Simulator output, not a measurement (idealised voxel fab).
process module | voxel capacitor over wiring
cross-section cut | 265 nm wide | cells 5 nm
A cross-section is a grid of square cells, given in bands from the top down. A band is one or more rows of cells.
Each band's line starts with the height of the band's top and of its bottom, in nm. Then come its materials from left to right, each with its width in nm. One material with "throughout" fills the band from edge to edge. "air" is empty space.
Height 0 is the level under which the wafer as received is all one material. The lowest band goes on downwards, as in "0 down".
A width such as "30 to 40" changes by the same amount from each row of cells to the next, from the band's top row to its bottom row.
"no change" after a step means that no cell of the cross-section changed.
closed voids: empty space of 8 cells or more with no open way to the top, each as width x height at its distance from the left edge, in nm
after a step's settings: what the simulator itself notes on the step
overlay nm, on a step with a mask: how far to the right of its planned place the mask lay; to the left if negative
plan
1 op RECEIVE | material Si
2 op CONFORMAL_DEP | material SiO2 | thk nm 10
3 op DIRECTIONAL_DEP | material TiN | thk nm 5
4 op DIRECTIONAL_DEP | material W | thk nm 25
5 op DIRECTIONAL_DEP | material aC | thk nm 10
6 op PATTERN | tone cover | mask id METAL_1 | material resist | width nm 20 | pitch nm 80 | thk nm 25 | overlay nm 0
7 op DIRECTIONAL_ETCH | etch materials aC | depth nm 10
8 op STRIP | etch materials resist
9 op DIRECTIONAL_ETCH | etch materials W | depth nm 25
10 op DIRECTIONAL_ETCH | etch materials TiN | depth nm 5
11 op STRIP | etch materials aC
12 op CONFORMAL_DEP | material SiCN | thk nm 5
13 op FILL_DEP | material SiO2 | thk nm 10
14 op CMP | height nm 40
15 op CONFORMAL_DEP | material SiCN | thk nm 5
16 op DIRECTIONAL_DEP | material SiO2 | thk nm 20
17 op PATTERN | tone open | mask id PLUG_1 | material resist | width nm 15 | thk nm 20 | overlay nm 0
18 op DIRECTIONAL_ETCH | etch materials SiO2 | depth nm 20
19 op DIRECTIONAL_ETCH | etch materials SiCN | depth nm 5
20 op STRIP | etch materials resist
21 op EPI | material Ru | thk nm 10
22 op EPI | material Ru | thk nm 10
23 op EPI | material Ru | thk nm 5
24 op DIRECTIONAL_DEP | material TiN | thk nm 10
25 op DIRECTIONAL_DEP | material Al2O3 | thk nm 5
26 op DIRECTIONAL_DEP | material TiN | thk nm 10
27 op MASKED_ETCH | tone cover | mask id UPPER_PLATE | width nm 65 | etch materials TiN | depth nm 10 | overlay nm 0
28 op MASKED_ETCH | tone cover | mask id UPPER_PLATE | width nm 65 | etch materials Al2O3 | depth nm 5 | overlay nm 0
29 op PATTERN | tone cover | mask id LOWER_PLATE | material resist | width nm 75 | thk nm 20 | overlay nm 0
30 op DIRECTIONAL_ETCH | etch materials TiN | depth nm 10
31 op STRIP | etch materials resist
32 op FILL_DEP | material SiO2 | thk nm 20
33 op CMP | height nm 105
34 op MASKED_ETCH | tone open | mask id PLUG_2 | width nm 15 | etch materials SiO2 | depth nm 15 | overlay nm 0
35 op CONFORMAL_DEP | material TiN | thk nm 5
36 op FILL_DEP | material Ru | thk nm 10
37 op CMP | height nm 105
38 op CONFORMAL_DEP | material SiN | thk nm 5
as received, after step 1
  0 down: Si throughout
  closed voids: none
a wafer at the end: this start, this plan, one mistake
  110 to 105: SiN throughout
  105 to 100: TiN 100 | Ru 5 | TiN 160
  100 to 95: SiO2 95 | TiN 5 | Ru 5 | TiN 5 | SiO2 155
  95 to 90: SiO2 95 | TiN 15 | SiO2 155
  90 to 80: SiO2 85 | TiN 65 | SiO2 115
  80 to 75: SiO2 85 | Al2O3 65 | SiO2 115
  75 to 65: SiO2 80 | TiN 75 | SiO2 110
  65 to 45: SiO2 85 | Ru 15 | SiO2 165
  45 to 40: SiCN 85 | Ru 15 | SiCN 165
  40 to 15: SiO2 75 | SiCN 5 | W 20 | SiCN 5 | SiO2 50 | SiCN 5 | W 20 | SiCN 5 | SiO2 80
  15 to 10: SiCN 80 | TiN 20 | SiCN 60 | TiN 20 | SiCN 85
  10 to 0: SiO2 throughout
  0 down: Si throughout
  closed voids: none
what went wrong: step 33 ran as: op CMP | height nm 100
